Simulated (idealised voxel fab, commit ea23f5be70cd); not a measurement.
process module | voxel quadruple lines
cross-section cut | 270 nm wide | cells 5 nm
A cross-section is a grid of square cells, given in bands from the top down. A band is one or more rows of cells.
Each band's line starts with the height of the band's top and of its bottom, in nm. Then come its materials from left to right, each with its width in nm. One material with "throughout" fills the band from edge to edge. "air" is empty space.
Height 0 is the level under which the wafer as received is all one material. The lowest band goes on downwards, as in "0 down".
A width such as "30 to 40" changes by the same amount from each row of cells to the next, from the band's top row to its bottom row.
"no change" after a step means that no cell of the cross-section changed.
closed voids: empty space of 8 cells or more with no open way to the top, each as width x height at its distance from the left edge, in nm
after a step's settings: what the simulator itself notes on the step
overlay nm, on a step with a mask: how far to the right of its planned place the mask lay; to the left if negative
plan
1 op RECEIVE | material Si
2 op CONFORMAL_DEP | material Al2O3 | thk nm 10
3 op DIRECTIONAL_DEP | material TiN | thk nm 10
4 op DIRECTIONAL_DEP | material polySi | thk nm 15
5 op DIRECTIONAL_DEP | material aC | thk nm 25
6 op PATTERN | tone cover | mask id MANDREL | material resist | width nm 20 | pitch nm 60 | thk nm 30 | overlay nm 0
7 op DIRECTIONAL_ETCH | etch materials aC | depth nm 25
8 op STRIP | etch materials resist
9 op CONFORMAL_DEP | material SiO2 | thk nm 10
10 op DIRECTIONAL_ETCH | etch materials SiO2 | depth nm 5
11 op STRIP | etch materials aC
12 op DIRECTIONAL_ETCH | etch materials polySi | depth nm 15
13 op STRIP | etch materials SiO2
14 op CONFORMAL_DEP | material SiCN | thk nm 5
15 op DIRECTIONAL_ETCH | etch materials SiCN | depth nm 5
16 op STRIP | etch materials polySi
17 op DIRECTIONAL_ETCH | etch materials TiN | depth nm 10
18 op STRIP | etch materials SiCN
varied across the wafers: depth nm of step 10. The plan shows the first wafer's value. All wafers start alike
first wafer as received, after step 1
  0 down: Si throughout
  closed voids: none
first wafer at the end, after step 18
  10 to 0: Al2O3 throughout
  0 down: Si throughout
  closed voids: none
last wafer at the end
  20 to 10: air 80 | TiN 5 | air 10 | TiN 5 | air 10 | TiN 5 | air 10 | TiN 5 | air 10 | TiN 5 | air 10 | TiN 5 | air 10 | TiN 5 | air 10 | TiN 5 | air 80
  10 to 0: Al2O3 throughout
  0 down: Si throughout
  closed voids: none
each wafer at the end: cells of each material gained (+) or lost (-) since it was received, then its closed voids
depth nm 5 | +108 Al2O3 | closed voids: none
depth nm 10 | +108 Al2O3 | +16 TiN | closed voids: none
depth nm 15 | +108 Al2O3 | +16 TiN | closed voids: none
depth nm 20 | +108 Al2O3 | +16 TiN | closed voids: none
depth nm 25 | +108 Al2O3 | +16 TiN | closed voids: none
